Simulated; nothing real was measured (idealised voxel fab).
process module | voxel released beams
cross-section cut | 245 nm wide | cells 5 nm
A cross-section is a grid of square cells, given in bands from the top down. A band is one or more rows of cells.
Each band's line starts with the height of the band's top and of its bottom, in nm. Then come its materials from left to right, each with its width in nm. One material with "throughout" fills the band from edge to edge. "air" is empty space.
Height 0 is the level under which the wafer as received is all one material. The lowest band goes on downwards, as in "0 down".
A width such as "30 to 40" changes by the same amount from each row of cells to the next, from the band's top row to its bottom row.
"no change" after a step means that no cell of the cross-section changed.
closed voids: empty space of 8 cells or more with no open way to the top, each as width x height at its distance from the left edge, in nm
after a step's settings: what the simulator itself notes on the step
overlay nm, on a step with a mask: how far to the right of its planned place the mask lay; to the left if negative
plan
1 op RECEIVE | material Si
2 op CONFORMAL_DEP | material SiN | thk nm 5
3 op DIRECTIONAL_DEP | material SiO2 | thk nm 20
4 op MASKED_ETCH | tone open | mask id ANCHOR | width nm 25 | etch materials SiO2 | depth nm 20 | overlay nm 0
5 op CONFORMAL_DEP | material TiN | thk nm 10
6 op DIRECTIONAL_DEP | material aC | thk nm 15
7 op PATTERN | tone cover | mask id BEAM | material resist | width nm 100 | thk nm 30 | overlay nm 0
8 op DIRECTIONAL_ETCH | etch materials aC | depth nm 15
9 op STRIP | etch materials resist
10 op DIRECTIONAL_ETCH | etch materials TiN | depth nm 10
11 op STRIP | etch materials aC
12 op STRIP | etch materials SiO2
first wafer, as planned
as received, after step 1
  0 down: Si throughout
  closed voids: none
after step 2
  5 to 0: SiN throughout
  below 0: unchanged
after step 3
  25 to 5: SiO2 throughout
  below 5: unchanged
after step 4
  25 to 5: SiO2 75 | air 25 | SiO2 145
  below 5: unchanged
after step 5
  35 to 25: TiN 85 | air 5 | TiN 155
  25 to 15: SiO2 75 | TiN 10 | air 5 | TiN 10 | SiO2 145
  15 to 5: SiO2 75 | TiN 25 | SiO2 145
  below 5: unchanged
after step 6
  50 to 35: aC 85 | air 5 | aC 155
  35 to 30: TiN 85 | air 5 | TiN 155
  30 to 25: TiN 85 | aC 5 | TiN 155
  25 to 15: SiO2 75 | TiN 10 | aC 5 | TiN 10 | SiO2 145
  below 15: unchanged
after step 7
  80 to 50: air 70 | resist 100 | air 75
  50 to 35: aC 85 | resist 5 | aC 155
  35 to 30: TiN 85 | resist 5 | TiN 155
  below 30: unchanged
after step 8
  65 to 50: air 70 | resist 100 | air 75
  50 to 35: air 70 | aC 15 | resist 5 | aC 80 | air 75
  below 35: unchanged
after step 9
  50 to 35: air 70 | aC 15 | air 5 | aC 80 | air 75
  35 to 30: TiN 85 | air 5 | TiN 155
  below 30: unchanged
after step 10
  50 to 35: air 70 | aC 15 | air 5 | aC 80 | air 75
  35 to 30: air 70 | TiN 15 | air 5 | TiN 80 | air 75
  30 to 25: air 70 | TiN 15 | aC 5 | TiN 80 | air 75
  below 25: unchanged
after step 11
  35 to 25: air 70 | TiN 15 | air 5 | TiN 80 | air 75
  25 to 15: SiO2 75 | TiN 10 | air 5 | TiN 10 | SiO2 145
  below 15: unchanged
after step 12
  35 to 25: air 70 | TiN 15 | air 5 | TiN 80 | air 75
  25 to 15: air 75 | TiN 10 | air 5 | TiN 10 | air 145
  15 to 5: air 75 | TiN 25 | air 145
  below 5: unchanged
second wafer: like start, like plan, one mistake. Through step 6 it matches the first wafer
when step 7 should have ended
  80 to 50: air 65 | resist 110 | air 70
  50 to 35: aC 85 | resist 5 | aC 155
  35 to 30: TiN 85 | resist 5 | TiN 155
  below 30: unchanged
when step 8 should have ended
  65 to 50: air 65 | resist 110 | air 70
  50 to 35: air 65 | aC 20 | resist 5 | aC 85 | air 70
  below 35: unchanged
when step 9 should have ended
  50 to 35: air 65 | aC 20 | air 5 | aC 85 | air 70
  35 to 30: TiN 85 | air 5 | TiN 155
  below 30: unchanged
when step 10 should have ended
  50 to 35: air 65 | aC 20 | air 5 | aC 85 | air 70
  35 to 30: air 65 | TiN 20 | air 5 | TiN 85 | air 70
  30 to 25: air 65 | TiN 20 | aC 5 | TiN 85 | air 70
  below 25: unchanged
when step 11 should have ended
  35 to 25: air 65 | TiN 20 | air 5 | TiN 85 | air 70
  25 to 15: SiO2 75 | TiN 10 | air 5 | TiN 10 | SiO2 145
  below 15: unchanged
when step 12 should have ended
  35 to 25: air 65 | TiN 20 | air 5 | TiN 85 | air 70
  25 to 15: air 75 | TiN 10 | air 5 | TiN 10 | air 145
  15 to 5: air 75 | TiN 25 | air 145
  below 5: unchanged
what went wrong: step 7 ran as: op PATTERN | tone cover | mask id BEAM | material resist | width nm 110 | thk nm 30 | overlay nm 0
at the end the second wafer has, in cells: 4 more of TiN
